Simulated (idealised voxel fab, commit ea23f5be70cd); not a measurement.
process module | voxel self aligned contacts
cross-section cut | 215 nm wide | cells 5 nm
A cross-section is a grid of square cells, given in bands from the top down. A band is one or more rows of cells.
Each band's line starts with the height of the band's top and of its bottom, in nm. Then come its materials from left to right, each with its width in nm. One material with "throughout" fills the band from edge to edge. "air" is empty space.
Height 0 is the level under which the wafer as received is all one material. The lowest band goes on downwards, as in "0 down".
A width such as "30 to 40" changes by the same amount from each row of cells to the next, from the band's top row to its bottom row.
"no change" after a step means that no cell of the cross-section changed.
closed voids: empty space of 8 cells or more with no open way to the top, each as width x height at its distance from the left edge, in nm
after a step's settings: what the simulator itself notes on the step
overlay nm, on a step with a mask: how far to the right of its planned place the mask lay; to the left if negative
plan
1 op RECEIVE | material Si
2 op CONFORMAL_DEP | material SiO2 | thk nm 5
3 op DIRECTIONAL_DEP | material polySi | thk nm 20
4 op DIRECTIONAL_DEP | material SiN | thk nm 25
5 op PATTERN | tone cover | mask id GATE | material resist | width nm 25 | pitch nm 60 | thk nm 15 | overlay nm 0
6 op DIRECTIONAL_ETCH | etch materials SiN | depth nm 25
7 op DIRECTIONAL_ETCH | etch materials polySi | depth nm 20
8 op STRIP | etch materials resist
9 op CONFORMAL_DEP | material SiN | thk nm 10
10 op DIRECTIONAL_ETCH | etch materials SiN | depth nm 10
11 op FILL_DEP | material SiO2 | thk nm 15
12 op CMP | height nm 60
13 op DIRECTIONAL_DEP | material aC | thk nm 15
14 op PATTERN | tone open | mask id CONTACT | material resist | width nm 35 | pitch nm 60 | thk nm 30 | overlay nm 0
15 op DIRECTIONAL_ETCH | etch materials aC | depth nm 15
16 op STRIP | etch materials resist
17 op DIRECTIONAL_ETCH | etch materials SiO2 | depth nm 60
18 op STRIP | etch materials aC
19 op CONFORMAL_DEP | material TiN | thk nm 5
20 op FILL_DEP | material W | thk nm 5
21 op CMP | height nm 60
22 op CONFORMAL_DEP | material SiCN | thk nm 5
varied across the wafers: width nm of step 14. The plan shows the first wafer's value. All wafers start alike
first wafer as received, after step 1
  0 down: Si throughout
  closed voids: none
each wafer at the end: cells of each material gained (+) or lost (-) since it was received, then its closed voids
width nm 35 | +43 SiCN | +183 SiN | +185 SiO2 | +58 TiN | +30 W | +60 polySi | closed voids: none
width nm 40 | +43 SiCN | +183 SiN | +181 SiO2 | +60 TiN | +32 W | +60 polySi | closed voids: none
width nm 45 | +43 SiCN | +183 SiN | +177 SiO2 | +62 TiN | +34 W | +60 polySi | closed voids: none
